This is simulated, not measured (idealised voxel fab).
process module | voxel capacitor over wiring
cross-section cut | 225 nm wide | cells 5 nm
A cross-section is a grid of square cells, given in bands from the top down. A band is one or more rows of cells.
Each band's line starts with the height of the band's top and of its bottom, in nm. Then come its materials from left to right, each with its width in nm. One material with "throughout" fills the band from edge to edge. "air" is empty space.
Height 0 is the level under which the wafer as received is all one material. The lowest band goes on downwards, as in "0 down".
A width such as "30 to 40" changes by the same amount from each row of cells to the next, from the band's top row to its bottom row.
"no change" after a step means that no cell of the cross-section changed.
closed voids: empty space of 8 cells or more with no open way to the top, each as width x height at its distance from the left edge, in nm
after a step's settings: what the simulator itself notes on the step
overlay nm, on a step with a mask: how far to the right of its planned place the mask lay; to the left if negative
Each pair below shows a cross-section before one step and the cross-section after it, down to the lowest band that changed. The line under each pair gives the step between them, with its settings. The pairs can come from different runs of this module on the same starting wafer, so a pair continues from the pair above only where its "before" says so.
before
  105 to 100: SiO2 75 | TiN 5 | Cu 5 | TiN 5 | SiO2 135
  100 to 95: SiO2 75 | TiN 15 | SiO2 135
  95 to 85: SiO2 65 | TiN 65 | SiO2 95
  85 to 80: SiO2 65 | Al2O3 65 | SiO2 95
  80 to 70: SiO2 60 | TiN 75 | SiO2 90
  70 to 60: W 60 | TiN 5 | SiO2 15 | TiN 5 | W 140
  60 to 55: TiN 65 | SiO2 15 | TiN 145
  55 to 50: SiCN throughout
  50 to 45: SiCN 50 | Ru 35 | SiCN 50 | Ru 35 | SiCN 55
  45 to 20: SiO2 55 | TiN 5 | Ru 15 | TiN 5 | SiO2 60 | TiN 5 | Ru 15 | TiN 5 | SiO2 60
  20 to 15: SiN 55 | TiN 25 | SiN 60 | TiN 25 | SiN 60
  15 to 0: SiO2 throughout
  0 down: Si throughout
  closed voids: none
after
  110 to 105: SiCN throughout
  below 105: unchanged
  closed voids: none
the step between: op CONFORMAL_DEP | material SiCN | thk nm 5
